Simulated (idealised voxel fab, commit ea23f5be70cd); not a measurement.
Process module under the name voxel transistor to metal
210 nm wide, 5 nm square cells: that's cross-section cut.
This document writes a cross-section as a grid whose cells are square, and gives it as bands, listed from the top down; one or more rows of cells form a band. First you get the band's top height and its bottom height, in nm, and then the materials it's made of, left to right, with each width in nm. If you see a single material with "everywhere", that one covers the band edge to edge. "air" is empty space. Ref level 0: as-received wafer is one material below here. Bottom band extends down with no lower bound ("0 -> down"). A two-number width, for instance "30 to 40", indicates that the width is equal to the first number in the top row of the band and to the second number in the bottom row, and that it changes by a constant amount per row of cells. "nothing changed", as given for a step, is the statement that not any cell of the cross-section underwent a change during that step. For the entry "Cavities, sealed", the listed items are empty spaces with no open way to the top whose size is 8 cells or more; each item follows the pattern width x height at distance, where distance is from the left edge and all three are in nm. Past the settings on a step's line: simulator remark, on that step. "overlay nm", when on a step's line for a step with a mask, measures how far to the right of its planned place the mask lay; a negative measure means to the left.

Steps in the process plan:
1,op RECEIVE | material Si
2,op CONFORMAL_DEP | material SiO2 | thk nm 5
3,op CONFORMAL_DEP | material SiN | thk nm 15
4,op MASKED_ETCH | tone cover | mask id ACTIVE | width nm 100 | etch materials SiN | depth nm 15 | overlay nm 0
5,op MASKED_ETCH | tone cover | mask id ACTIVE | width nm 100 | etch materials SiO2 | depth nm 5 | overlay nm 0
6,op MASKED_ETCH | tone cover | mask id ACTIVE | width nm 100 | etch materials Si | depth nm 25 | overlay nm 0
7,op OXIDIZE | depth nm 5
8,op FILL_DEP | material SiO2 | thk nm 10
9,op CMP | height nm 20
10,op SELECTIVE_ETCH | etch materials SiO2 | depth nm 15
11,op STRIP | etch materials SiN
12,op SELECTIVE_ETCH | etch materials SiO2 | depth nm 5
13,op OXIDIZE | depth nm 5
14,op DIRECTIONAL_DEP | material polySi | thk nm 30
15,op DIRECTIONAL_DEP | material SiCN | thk nm 10
16,op MASKED_ETCH | tone cover | mask id GATE | width nm 20 | etch materials SiCN | depth nm 20 | overlay nm 0
17,op MASKED_ETCH | tone cover | mask id GATE | width nm 20 | etch materials polySi | depth nm 40 | overlay nm 0
18,op CONFORMAL_DEP | material SiO2 | thk nm 5
19,op DIRECTIONAL_ETCH | etch materials SiO2 | depth nm 5
20,op CONFORMAL_DEP | material SiN | thk nm 5
21,op DIRECTIONAL_ETCH | etch materials SiN | depth nm 5
22,op DIRECTIONAL_ETCH | etch materials SiO2 | depth nm 5
23,op DIRECTIONAL_ETCH | etch materials Si | depth nm 15
24,op EPI | material nSi | thk nm 20
25,op FILL_DEP | material SiO2 | thk nm 5
26,op CMP | height nm 40
27,op DIRECTIONAL_DEP | material SiO2 | thk nm 10
28,op DIRECTIONAL_DEP | material aC | thk nm 10
29,op PATTERN | tone open | mask id CONTACT | material resist | width nm 15 | pitch nm 75 | thk nm 25 | overlay nm 0
30,op DIRECTIONAL_ETCH | etch materials aC | depth nm 10
31,op STRIP | etch materials resist
32,op DIRECTIONAL_ETCH | etch materials SiO2 | depth nm 50
33,op STRIP | etch materials aC
34,op CONFORMAL_DEP | material TiN | thk nm 5
35,op FILL_DEP | material Ru | thk nm 5
36,op CMP | height nm 50
37,op CONFORMAL_DEP | material SiCN | thk nm 5
38,op DIRECTIONAL_DEP | material lowk | thk nm 20
39,op MASKED_ETCH | tone open | mask id METAL_1 | width nm 15 | pitch nm 75 | etch materials lowk | depth nm 20 | overlay nm 0
40,op MASKED_ETCH | tone open | mask id METAL_1 | width nm 15 | pitch nm 75 | etch materials SiCN | depth nm 5 | overlay nm 0
41,op CONFORMAL_DEP | material TiN | thk nm 5
42,op FILL_DEP | material Cu | thk nm 5
43,op CMP | height nm 75
44,op CONFORMAL_DEP | material SiCN | thk nm 5

Delivered wafer in cross-section: state after step 1:
0 -> down  Si everywhere
Cavities, sealed: none

Below is the wafer in cross-section after the module was completed. It began from the starting point shown above and followed the plan shown above, except that one mistake was made while running it:
80 -> 75  SiCN everywhere
75 -> 70  60 SiCN | 15 TiN | 60 SiCN | 15 TiN | 60 SiCN
70 -> 50  lowk everywhere
50 -> 40  60 SiO2 | 5 TiN | 5 Ru | 5 TiN | 60 SiO2 | 5 TiN | 5 Ru | 5 TiN | 60 SiO2
40 -> 30  60 SiO2 | 5 TiN | 5 Ru | 5 TiN | 10 SiO2 | 5 SiN | 5 SiO2 | 20 SiCN | 5 SiO2 | 5 SiN | 10 SiO2 | 5 TiN | 5 Ru | 5 TiN | 60 SiO2
30 -> 20  60 SiO2 | 5 TiN | 5 Ru | 5 TiN | 10 SiO2 | 5 SiN | 5 SiO2 | 20 polySi | 5 SiO2 | 5 SiN | 10 SiO2 | 5 TiN | 5 Ru | 5 TiN | 60 SiO2
20 -> 15  60 SiO2 | 15 TiN | 10 SiO2 | 5 SiN | 5 SiO2 | 20 polySi | 5 SiO2 | 5 SiN | 10 SiO2 | 15 TiN | 60 SiO2
15 -> 0  60 SiO2 | 5 TiN | 20 nSi | 5 SiN | 5 SiO2 | 20 polySi | 5 SiO2 | 5 SiN | 20 nSi | 5 TiN | 60 SiO2
0 -> -5  55 SiO2 | 30 nSi | 40 SiO2 | 30 nSi | 55 SiO2
-5 -> -20  60 SiO2 | 25 nSi | 40 Si | 25 nSi | 60 SiO2
-20 -> -30  60 SiO2 | 90 Si | 60 SiO2
-30 -> down  Si everywhere
Cavities, sealed: none
Misprocessing identified: steps 37 and 38 traded places in the executed sequence
